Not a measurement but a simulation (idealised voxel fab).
process module | voxel transistor to metal
cross-section cut | 210 nm wide | cells 5 nm
A cross-section is a grid of square cells, given in bands from the top down. A band is one or more rows of cells.
Each band's line starts with the height of the band's top and of its bottom, in nm. Then come its materials from left to right, each with its width in nm. One material with "throughout" fills the band from edge to edge. "air" is empty space.
Height 0 is the level under which the wafer as received is all one material. The lowest band goes on downwards, as in "0 down".
A width such as "30 to 40" changes by the same amount from each row of cells to the next, from the band's top row to its bottom row.
"no change" after a step means that no cell of the cross-section changed.
closed voids: empty space of 8 cells or more with no open way to the top, each as width x height at its distance from the left edge, in nm
after a step's settings: what the simulator itself notes on the step
overlay nm, on a step with a mask: how far to the right of its planned place the mask lay; to the left if negative
plan
1 op RECEIVE | material Si
2 op CONFORMAL_DEP | material SiO2 | thk nm 5
3 op CONFORMAL_DEP | material SiN | thk nm 10
4 op MASKED_ETCH | tone cover | mask id ACTIVE | width nm 110 | etch materials SiN | depth nm 10 | overlay nm 0
5 op MASKED_ETCH | tone cover | mask id ACTIVE | width nm 110 | etch materials SiO2 | depth nm 5 | overlay nm 0
6 op MASKED_ETCH | tone cover | mask id ACTIVE | width nm 110 | etch materials Si | depth nm 25 | overlay nm 0
7 op FILL_DEP | material SiO2 | thk nm 10
8 op CMP | height nm 15
9 op SELECTIVE_ETCH | etch materials SiO2 | depth nm 5
10 op STRIP | etch materials SiN
11 op SELECTIVE_ETCH | etch materials SiO2 | depth nm 5
12 op OXIDIZE | depth nm 5
13 op DIRECTIONAL_DEP | material polySi | thk nm 25
14 op DIRECTIONAL_DEP | material SiCN | thk nm 15
15 op MASKED_ETCH | tone cover | mask id GATE | width nm 30 | etch materials SiCN | depth nm 25 | overlay nm 0
16 op MASKED_ETCH | tone cover | mask id GATE | width nm 30 | etch materials polySi | depth nm 35 | overlay nm 0
17 op CONFORMAL_DEP | material SiN | thk nm 5
18 op DIRECTIONAL_ETCH | etch materials SiN | depth nm 5
19 op DIRECTIONAL_ETCH | etch materials SiO2 | depth nm 5
20 op DIRECTIONAL_ETCH | etch materials Si | depth nm 15
21 op EPI | material pSi | thk nm 15
22 op FILL_DEP | material SiO2 | thk nm 5
23 op CMP | height nm 25
24 op STRIP | etch materials polySi
25 op SELECTIVE_ETCH | etch materials SiO2 | depth nm 5
26 op CONFORMAL_DEP | material HfO2 | thk nm 5
27 op CONFORMAL_DEP | material TiN | thk nm 5
28 op FILL_DEP | material W | thk nm 5
29 op CMP | height nm 20
30 op DIRECTIONAL_DEP | material SiO2 | thk nm 15
31 op DIRECTIONAL_DEP | material aC | thk nm 15
32 op PATTERN | tone open | mask id CONTACT | material resist | width nm 15 | pitch nm 75 | thk nm 35 | overlay nm 0
33 op DIRECTIONAL_ETCH | etch materials aC | depth nm 15
34 op STRIP | etch materials resist
35 op DIRECTIONAL_ETCH | etch materials SiO2 | depth nm 40
36 op STRIP | etch materials aC
37 op CONFORMAL_DEP | material TiN | thk nm 5
38 op FILL_DEP | material Ru | thk nm 10
39 op CMP | height nm 35
40 op CONFORMAL_DEP | material SiCN | thk nm 5
41 op DIRECTIONAL_DEP | material lowk | thk nm 25
42 op MASKED_ETCH | tone open | mask id METAL_1 | width nm 15 | pitch nm 75 | etch materials lowk | depth nm 25 | overlay nm 0
43 op MASKED_ETCH | tone open | mask id METAL_1 | width nm 15 | pitch nm 75 | etch materials SiCN | depth nm 5 | overlay nm 0
44 op CONFORMAL_DEP | material TiN | thk nm 5
45 op FILL_DEP | material Cu | thk nm 10
46 op CMP | height nm 65
47 op CONFORMAL_DEP | material SiN | thk nm 5
as received, after step 1
  0 down: Si throughout
  closed voids: none
a wafer at the end: this start, this plan, one mistake
  70 to 65: SiN throughout
  65 to 40: lowk 60 | TiN 5 | Cu 5 | TiN 5 | lowk 60 | TiN 5 | Cu 5 | TiN 5 | lowk 60
  40 to 35: SiCN 60 | TiN 15 | SiCN 60 | TiN 15 | SiCN 60
  35 to 20: SiO2 60 | TiN 5 | Ru 5 | TiN 5 | SiO2 60 | TiN 5 | Ru 5 | TiN 5 | SiO2 60
  20 to 15: SiO2 60 | TiN 5 | Ru 5 | TiN 5 | SiO2 10 | SiN 5 | HfO2 5 | TiN 5 | W 10 | TiN 5 | HfO2 5 | SiN 5 | SiO2 10 | TiN 5 | Ru 5 | TiN 5 | SiO2 60
  15 to 10: SiO2 60 | TiN 15 | SiO2 10 | SiN 5 | HfO2 5 | TiN 5 | W 10 | TiN 5 | HfO2 5 | SiN 5 | SiO2 10 | TiN 15 | SiO2 60
  10 to 5: SiO2 60 | TiN 10 | pSi 15 | SiN 5 | HfO2 5 | TiN 5 | W 10 | TiN 5 | HfO2 5 | SiN 5 | pSi 15 | TiN 10 | SiO2 60
  5 to 0: SiO2 45 | SiN 5 | SiO2 10 | TiN 10 | pSi 15 | SiN 5 | HfO2 5 | TiN 20 | HfO2 5 | SiN 5 | pSi 15 | TiN 10 | SiO2 10 | SiN 5 | SiO2 45
  0 to -5: SiO2 60 | TiN 10 | pSi 15 | HfO2 40 | pSi 15 | TiN 10 | SiO2 60
  -5 to -20: SiO2 50 | pSi 35 | Si 40 | pSi 35 | SiO2 50
  -20 to -50: SiO2 50 | Si 110 | SiO2 50
  -50 down: Si throughout
  closed voids: none
what went wrong: step 6 was run twice
